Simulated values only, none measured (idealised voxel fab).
process module | voxel trench capacitor
cross-section cut | 175 nm wide | cells 5 nm
A cross-section is a grid of square cells, given in bands from the top down. A band is one or more rows of cells.
Each band's line starts with the height of the band's top and of its bottom, in nm. Then come its materials from left to right, each with its width in nm. One material with "throughout" fills the band from edge to edge. "air" is empty space.
Height 0 is the level under which the wafer as received is all one material. The lowest band goes on downwards, as in "0 down".
A width such as "30 to 40" changes by the same amount from each row of cells to the next, from the band's top row to its bottom row.
"no change" after a step means that no cell of the cross-section changed.
closed voids: empty space of 8 cells or more with no open way to the top, each as width x height at its distance from the left edge, in nm
after a step's settings: what the simulator itself notes on the step
overlay nm, on a step with a mask: how far to the right of its planned place the mask lay; to the left if negative
plan
1 op RECEIVE | material Si
2 op CONFORMAL_DEP | material SiN | thk nm 10
3 op PATTERN | tone open | mask id TRENCH | material resist | width nm 25 | pitch nm 45 | thk nm 15 | overlay nm 0
4 op DIRECTIONAL_ETCH | etch materials SiN | depth nm 10
5 op DIRECTIONAL_ETCH | etch materials Si | depth nm 40
6 op STRIP | etch materials resist
7 op CONFORMAL_DEP | material HfO2 | thk nm 5
8 op CONFORMAL_DEP | material TiN | thk nm 5
9 op FILL_DEP | material W | thk nm 5
10 op CMP | height nm 10
as received, after step 1
  0 down: Si throughout
  closed voids: none
first wafer at the end, as planned
  10 to 0: SiN 50 | HfO2 5 | TiN 5 | W 5 | TiN 5 | HfO2 5 | SiN 20 | HfO2 5 | TiN 5 | W 5 | TiN 5 | HfO2 5 | SiN 55
  0 to -30: Si 50 | HfO2 5 | TiN 5 | W 5 | TiN 5 | HfO2 5 | Si 20 | HfO2 5 | TiN 5 | W 5 | TiN 5 | HfO2 5 | Si 55
  -30 to -35: Si 50 | HfO2 5 | TiN 15 | HfO2 5 | Si 20 | HfO2 5 | TiN 15 | HfO2 5 | Si 55
  -35 to -40: Si 50 | HfO2 25 | Si 20 | HfO2 25 | Si 55
  -40 down: Si throughout
  closed voids: none
second wafer at the end: like start, like plan, one mistake
  10 to 0: SiN 50 | TiN 5 | HfO2 5 | W 5 | HfO2 5 | TiN 5 | SiN 20 | TiN 5 | HfO2 5 | W 5 | HfO2 5 | TiN 5 | SiN 55
  0 to -30: Si 50 | TiN 5 | HfO2 5 | W 5 | HfO2 5 | TiN 5 | Si 20 | TiN 5 | HfO2 5 | W 5 | HfO2 5 | TiN 5 | Si 55
  -30 to -35: Si 50 | TiN 5 | HfO2 15 | TiN 5 | Si 20 | TiN 5 | HfO2 15 | TiN 5 | Si 55
  -35 to -40: Si 50 | TiN 25 | Si 20 | TiN 25 | Si 55
  -40 down: Si throughout
  closed voids: none
what went wrong: steps 7 and 8 were swapped
at the end the second wafer has, in cells: 8 fewer of HfO2 | 8 more of TiN
